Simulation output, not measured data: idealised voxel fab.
process module | voxel capacitor over wiring
cross-section cut | 270 nm wide | cells 5 nm
A cross-section is a grid of square cells, given in bands from the top down. A band is one or more rows of cells.
Each band's line starts with the height of the band's top and of its bottom, in nm. Then come its materials from left to right, each with its width in nm. One material with "throughout" fills the band from edge to edge. "air" is empty space.
Height 0 is the level under which the wafer as received is all one material. The lowest band goes on downwards, as in "0 down".
A width such as "30 to 40" changes by the same amount from each row of cells to the next, from the band's top row to its bottom row.
"no change" after a step means that no cell of the cross-section changed.
closed voids: empty space of 8 cells or more with no open way to the top, each as width x height at its distance from the left edge, in nm
after a step's settings: what the simulator itself notes on the step
overlay nm, on a step with a mask: how far to the right of its planned place the mask lay; to the left if negative
plan
1 op RECEIVE | material Si
2 op CONFORMAL_DEP | material SiO2 | thk nm 15
3 op CONFORMAL_DEP | material SiCN | thk nm 5
4 op DIRECTIONAL_DEP | material SiO2 | thk nm 20
5 op PATTERN | tone open | mask id METAL_1 | material resist | width nm 30 | pitch nm 80 | thk nm 20 | overlay nm 0
6 op DIRECTIONAL_ETCH | etch materials SiO2 | depth nm 20
7 op DIRECTIONAL_ETCH | etch materials SiCN | depth nm 5
8 op STRIP | etch materials resist
9 op CONFORMAL_DEP | material TiN | thk nm 5
10 op FILL_DEP | material Cu | thk nm 5
11 op CMP | height nm 40
12 op EPI | material Ru | thk nm 5
13 op FILL_DEP | material SiCN | thk nm 5
14 op DIRECTIONAL_DEP | material lowk | thk nm 20
15 op PATTERN | tone open | mask id PLUG_1 | material resist | width nm 15 | thk nm 15 | overlay nm 0
16 op DIRECTIONAL_ETCH | etch materials lowk | depth nm 20
17 op DIRECTIONAL_ETCH | etch materials SiCN | depth nm 5
18 op STRIP | etch materials resist
19 op EPI | material Ru | thk nm 10
20 op EPI | material Ru | thk nm 10
21 op EPI | material Ru | thk nm 5
22 op DIRECTIONAL_DEP | material TiN | thk nm 5
23 op DIRECTIONAL_DEP | material Al2O3 | thk nm 5
24 op DIRECTIONAL_DEP | material TiN | thk nm 10
25 op DIRECTIONAL_DEP | material aC | thk nm 15
26 op PATTERN | tone cover | mask id UPPER_PLATE | material resist | width nm 55 | thk nm 35 | overlay nm 0
27 op DIRECTIONAL_ETCH | etch materials aC | depth nm 15
28 op STRIP | etch materials resist
29 op DIRECTIONAL_ETCH | etch materials TiN | depth nm 10
30 op DIRECTIONAL_ETCH | etch materials Al2O3 | depth nm 5
31 op STRIP | etch materials aC
32 op MASKED_ETCH | tone cover | mask id LOWER_PLATE | width nm 65 | etch materials TiN | depth nm 5 | overlay nm 0
33 op FILL_DEP | material SiO2 | thk nm 20
34 op CMP | height nm 105
35 op PATTERN | tone open | mask id PLUG_2 | material resist | width nm 15 | thk nm 15 | overlay nm 0
36 op DIRECTIONAL_ETCH | etch materials SiO2 | depth nm 15
37 op STRIP | etch materials resist
38 op CONFORMAL_DEP | material TiN | thk nm 5
39 op FILL_DEP | material W | thk nm 10
40 op CMP | height nm 105
41 op CONFORMAL_DEP | material SiN | thk nm 5
as received, after step 1
  0 down: Si throughout
  closed voids: none
a wafer at the end: this start, this plan, one mistake
  110 to 105: SiN throughout
  105 to 95: SiO2 105 | TiN 5 | W 5 | TiN 5 | SiO2 150
  95 to 90: SiO2 105 | TiN 15 | SiO2 150
  90 to 85: SiO2 throughout
  85 to 80: SiO2 95 | TiN 55 | SiO2 120
  80 to 75: SiO2 95 | Al2O3 55 | SiO2 120
  75 to 70: TiN 90 | SiO2 5 | TiN 55 | SiO2 5 | TiN 115
  70 to 50: lowk 95 | Ru 15 | lowk 160
  50 to 45: SiCN 95 | Ru 15 | SiCN 160
  45 to 40: SiCN 75 | Ru 40 | SiCN 40 | Ru 40 | SiCN 75
  40 to 20: SiO2 80 | TiN 5 | Cu 20 | TiN 5 | SiO2 50 | TiN 5 | Cu 20 | TiN 5 | SiO2 80
  20 to 15: SiCN 80 | TiN 30 | SiCN 50 | TiN 30 | SiCN 80
  15 to 0: SiO2 throughout
  0 down: Si throughout
  closed voids: none
what went wrong: step 32 ran as: op MASKED_ETCH | tone open | mask id LOWER_PLATE | width nm 65 | etch materials TiN | depth nm 5 | overlay nm 0
